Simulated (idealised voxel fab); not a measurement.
The following is a process module called voxel capacitor over wiring.
Shown is cross-section cut, with a width of 155 nm and square cells of size 5 nm.
How to read a cross-section here: the picture is a grid of square cells, written as bands going from the top down, and any band can span one or more rows of cells. Look at the band entry: it leads with the top's height and the bottom's height in nm. Then it lists the materials left to right, with a width in nm for each. The word "all across" on a single material says that material fills the band edge to edge. The word "air" is empty space. Height datum 0, below which the as-received substrate wafer is one material. Lowest band open at the bottom, running downward: "0..down". A width such as "30 to 40" changes by the same amount from each row of cells to the next, from the band's top row to its bottom row. The cross-section has no changed cell in any step marked "nothing different". Entry "Unvented internal voids". Content: empty spaces with no open connection to the top, size 8 cells or greater. Each: width x height at distance. Distance: from left edge. Unit: nm. Whatever follows a step's settings on its line is a remark the simulator itself makes about that step. overlay nm: step with mask; distance mask lay right of planned place; negative value = left of planned place.

### Process steps (planned)
1. op RECEIVE | material Si
2. op CONFORMAL_DEP | material SiO2 | thk nm 10
3. op CONFORMAL_DEP | material SiN | thk nm 5
4. op DIRECTIONAL_DEP | material SiO2 | thk nm 25
5. op DIRECTIONAL_DEP | material aC | thk nm 10
6. op PATTERN | tone open | mask id METAL_1 | material resist | width nm 25 | pitch nm 80 | thk nm 25 | overlay nm 0
7. op DIRECTIONAL_ETCH | etch materials aC | depth nm 10
8. op STRIP | etch materials resist
9. op DIRECTIONAL_ETCH | etch materials SiO2 | depth nm 25
10. op DIRECTIONAL_ETCH | etch materials SiN | depth nm 5
11. op STRIP | etch materials aC
12. op CONFORMAL_DEP | material TiN | thk nm 5
13. op FILL_DEP | material Cu | thk nm 5
14. op CMP | height nm 40
15. op CONFORMAL_DEP | material SiCN | thk nm 5
16. op DIRECTIONAL_DEP | material lowk | thk nm 15
17. op DIRECTIONAL_DEP | material aC | thk nm 15
18. op PATTERN | tone open | mask id PLUG_1 | material resist | width nm 15 | thk nm 30 | overlay nm 0
19. op DIRECTIONAL_ETCH | etch materials aC | depth nm 15
20. op STRIP | etch materials resist
21. op DIRECTIONAL_ETCH | etch materials lowk | depth nm 15
22. op DIRECTIONAL_ETCH | etch materials SiCN | depth nm 5
23. op STRIP | etch materials aC
24. op EPI | material Ru | thk nm 10
25. op EPI | material Ru | thk nm 10
26. op DIRECTIONAL_DEP | material TiN | thk nm 5
27. op DIRECTIONAL_DEP | material Al2O3 | thk nm 5
28. op DIRECTIONAL_DEP | material TiN | thk nm 5
29. op PATTERN | tone cover | mask id UPPER_PLATE | material resist | width nm 60 | thk nm 15 | overlay nm 0
30. op DIRECTIONAL_ETCH | etch materials TiN | depth nm 5
31. op DIRECTIONAL_ETCH | etch materials Al2O3 | depth nm 5
32. op STRIP | etch materials resist
33. op MASKED_ETCH | tone cover | mask id LOWER_PLATE | width nm 70 | etch materials TiN | depth nm 5 | overlay nm 0
34. op FILL_DEP | material SiO2 | thk nm 15
35. op CMP | height nm 85
36. op PATTERN | tone open | mask id PLUG_2 | material resist | width nm 15 | thk nm 15 | overlay nm 0
37. op DIRECTIONAL_ETCH | etch materials SiO2 | depth nm 10
38. op STRIP | etch materials resist
39. op CONFORMAL_DEP | material TiN | thk nm 5
40. op FILL_DEP | material W | thk nm 5
41. op CMP | height nm 85
42. op CONFORMAL_DEP | material SiN | thk nm 5

### Cross-section: wafer on arrival = after step 1
0..down = Si all across
Unvented internal voids: none

### Here's the wafer cut in cross-section after the module, started and planned just like above, except one thing was done wrong in the run
90..85 = SiN all across
85..80 = SiO2 45, TiN 5, W 5, TiN 5, SiO2 95
80..70 = SiO2 45 to 35, TiN 15 to 60, SiO2 95 to 60
70..65 = SiO2 35, Al2O3 60, SiO2 60
65..60 = SiO2 30, TiN 70, SiO2 55
60..45 = Al2O3 all across
45..40 = SiCN all across
40..15 = SiO2 25, TiN 5, Cu 15, TiN 5, SiO2 55, TiN 5, Cu 15, TiN 5, SiO2 25
15..10 = SiN 25, TiN 25, SiN 55, TiN 25, SiN 25
10..0 = SiO2 all across
0..down = Si all across
Unvented internal voids: none
What was the processing mistake? step 16 ran as: op DIRECTIONAL_DEP | material Al2O3 | thk nm 15
